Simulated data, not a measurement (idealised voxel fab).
This section sets out a process module, namely voxel trench capacitor.
It is cross-section cut that appears here, measuring 225 nm in width, its square cells being 5 nm in size.
Think of the cross-section as a grid of square cells. We describe it in bands, top to bottom, and each band covers one or more rows of those cells. Each band's line starts with the height of the band's top and of its bottom, in nm. Then come its materials from left to right, each with its width in nm. One material with "full width" fills the band from edge to edge. "empty" is empty space. Heights are reckoned from 0. Under this level, the received wafer is all of one material. The bottommost band is open-ended downward, for example "top 0, no bottom". Width "30 to 40": first value at the band's top row of cells, second value at its bottom row, equal change from row to row. Reading "remained the same" for a step: not a cell of the cross-section changed in it. The entry titled "Trapped voids" provides the empty spaces that have no open way to the top, restricted to those of 8 cells or more. Each is presented as width x height at distance, the distance being measured from the left edge, with all three in nm. The remark found on a step's line after its settings is issued by the simulator itself and pertains to that step. A step's line can hold "overlay nm"; with a mask on that step, the setting says how far right of the planned place the mask lay, while a negative setting says it lay to the left.

Process steps foreseen in the plan
1,RECEIVE, material Si
2,CONFORMAL_DEP, material SiN, thk nm 10
3,MASKED_ETCH, tone open, mask id TRENCH, width nm 15, pitch nm 45, etch materials SiN, depth nm 10, overlay nm 0
4,MASKED_ETCH, tone open, mask id TRENCH, width nm 15, pitch nm 45, etch materials Si, depth nm 40, overlay nm 0
5,CONFORMAL_DEP, material SiO2, thk nm 5
6,FILL_DEP, material polySi, thk nm 5
7,CMP, height nm 10

Wafer at receipt (post step 1), cross-section
> top 0, no bottom | Si full width
> Trapped voids: none

First of two wafers, end-of-module section, run followed plan
> top 10, bottom 0 | SiN: 80  SiO2: 5  polySi: 5  SiO2: 5  SiN: 30  SiO2: 5  polySi: 5  SiO2: 5  SiN: 85
> top 0, bottom -35 | Si: 80  SiO2: 5  polySi: 5  SiO2: 5  Si: 30  SiO2: 5  polySi: 5  SiO2: 5  Si: 85
> top -35, bottom -40 | Si: 80  SiO2: 15  Si: 30  SiO2: 15  Si: 85
> top -40, no bottom | Si full width
> Trapped voids: none

Here's the second of our two wafers sectioned at module end. Same start as the first, same plan, but one mistake got made running it
> top 10, bottom 0 | SiN: 80  SiO2: 5  polySi: 10 to 5  SiO2: 5 to 10  SiN: 25  SiO2: 5  polySi: 10 to 5  SiO2: 5 to 10  SiN: 80
> top 0, bottom -35 | Si: 80  SiO2: 5  polySi: 5  SiO2: 5  Si: 30  SiO2: 5  polySi: 5  SiO2: 5  Si: 85
> top -35, bottom -40 | Si: 80  SiO2: 15  Si: 30  SiO2: 15  Si: 85
> top -40, no bottom | Si full width
> Trapped voids: none
Run error: step 3 was processed under conditions differing from the plan, specifically as MASKED_ETCH, tone open, mask id TRENCH, width nm 20, pitch nm 45, etch materials SiN, depth nm 10, overlay nm 0
Final difference in cells, second wafer against first, listed per material as more or fewer: -4 SiN; +2 SiO2; +2 polySi
